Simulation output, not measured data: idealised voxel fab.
process module | voxel gate over fins
cross-section cut | 165 nm wide | cells 5 nm
A cross-section is a grid of square cells, given in bands from the top down. A band is one or more rows of cells.
Each band's line starts with the height of the band's top and of its bottom, in nm. Then come its materials from left to right, each with its width in nm. One material with "throughout" fills the band from edge to edge. "air" is empty space.
Height 0 is the level under which the wafer as received is all one material. The lowest band goes on downwards, as in "0 down".
A width such as "30 to 40" changes by the same amount from each row of cells to the next, from the band's top row to its bottom row.
"no change" after a step means that no cell of the cross-section changed.
closed voids: empty space of 8 cells or more with no open way to the top, each as width x height at its distance from the left edge, in nm
after a step's settings: what the simulator itself notes on the step
overlay nm, on a step with a mask: how far to the right of its planned place the mask lay; to the left if negative
plan
1 op RECEIVE | material Si
2 op CONFORMAL_DEP | material SiN | thk nm 10
3 op PATTERN | tone cover | mask id FINS | material resist | width nm 15 | pitch nm 60 | thk nm 20 | overlay nm 0
4 op DIRECTIONAL_ETCH | etch materials SiN | depth nm 10
5 op DIRECTIONAL_ETCH | etch materials Si | depth nm 30
6 op STRIP | etch materials resist
7 op FILL_DEP | material SiO2 | thk nm 10
8 op CMP | height nm 10
9 op DIRECTIONAL_DEP | material aC | thk nm 15
10 op PATTERN | tone open | mask id RAIL | material resist | width nm 15 | thk nm 30 | overlay nm 0
11 op DIRECTIONAL_ETCH | etch materials aC | depth nm 15
12 op STRIP | etch materials resist
13 op DIRECTIONAL_ETCH | etch materials SiO2 | depth nm 35
14 op STRIP | etch materials aC
15 op CONFORMAL_DEP | material TiN | thk nm 5
16 op FILL_DEP | material Ru | thk nm 10
17 op CMP | height nm 10
18 op SELECTIVE_ETCH | etch materials W Ru TiN | depth nm 30
19 op FILL_DEP | material SiO2 | thk nm 5
20 op CMP | height nm 10
21 op SELECTIVE_ETCH | etch materials SiO2 | depth nm 20
22 op STRIP | etch materials SiN
23 op CONFORMAL_DEP | material HfO2 | thk nm 5
24 op CONFORMAL_DEP | material TiN | thk nm 5
25 op FILL_DEP | material W | thk nm 10
26 op CMP | height nm 15
27 op CONFORMAL_DEP | material SiCN | thk nm 5
as received, after step 1
  0 down: Si throughout
  closed voids: none
first wafer at the end, as planned
  20 to 15: SiCN throughout
  15 to 10: W throughout
  10 to 5: W 35 | TiN 35 | W 25 | TiN 35 | W 35
  5 to 0: W 35 | TiN 5 | HfO2 25 | TiN 5 | W 25 | TiN 5 | HfO2 25 | TiN 5 | W 35
  0 to -5: TiN 40 | HfO2 5 | Si 15 | HfO2 5 | TiN 35 | HfO2 5 | Si 15 | HfO2 5 | TiN 40
  -5 to -10: HfO2 45 | Si 15 | HfO2 45 | Si 15 | HfO2 45
  -10 to -20: SiO2 45 | Si 15 | SiO2 45 | Si 15 | SiO2 45
  -20 to -25: SiO2 45 | Si 15 | SiO2 15 | TiN 15 | SiO2 15 | Si 15 | SiO2 45
  -25 to -30: SiO2 45 | Si 15 | SiO2 45 | Si 15 | SiO2 45
  -30 down: Si throughout
  closed voids: none
second wafer at the end: like start, like plan, one mistake
  20 to 15: SiCN throughout
  15 to 10: W 25 | TiN 55 | W 5 | TiN 55 | W 25
  10 to 5: TiN throughout
  5 to 0: TiN 40 | HfO2 25 | TiN 35 | HfO2 25 | TiN 40
  0 to -5: TiN 40 | HfO2 5 | Si 15 | HfO2 5 | TiN 35 | HfO2 5 | Si 15 | HfO2 5 | TiN 40
  -5 to -10: HfO2 45 | Si 15 | HfO2 45 | Si 15 | HfO2 45
  -10 to -20: SiO2 45 | Si 15 | SiO2 45 | Si 15 | SiO2 45
  -20 to -25: SiO2 45 | Si 15 | SiO2 15 | TiN 15 | SiO2 15 | Si 15 | SiO2 45
  -25 to -30: SiO2 45 | Si 15 | SiO2 45 | Si 15 | SiO2 45
  -30 down: Si throughout
  closed voids: none
what went wrong: step 24 ran as: op CONFORMAL_DEP | material TiN | thk nm 15
at the end the second wafer has, in cells: 60 more of TiN | 60 fewer of W
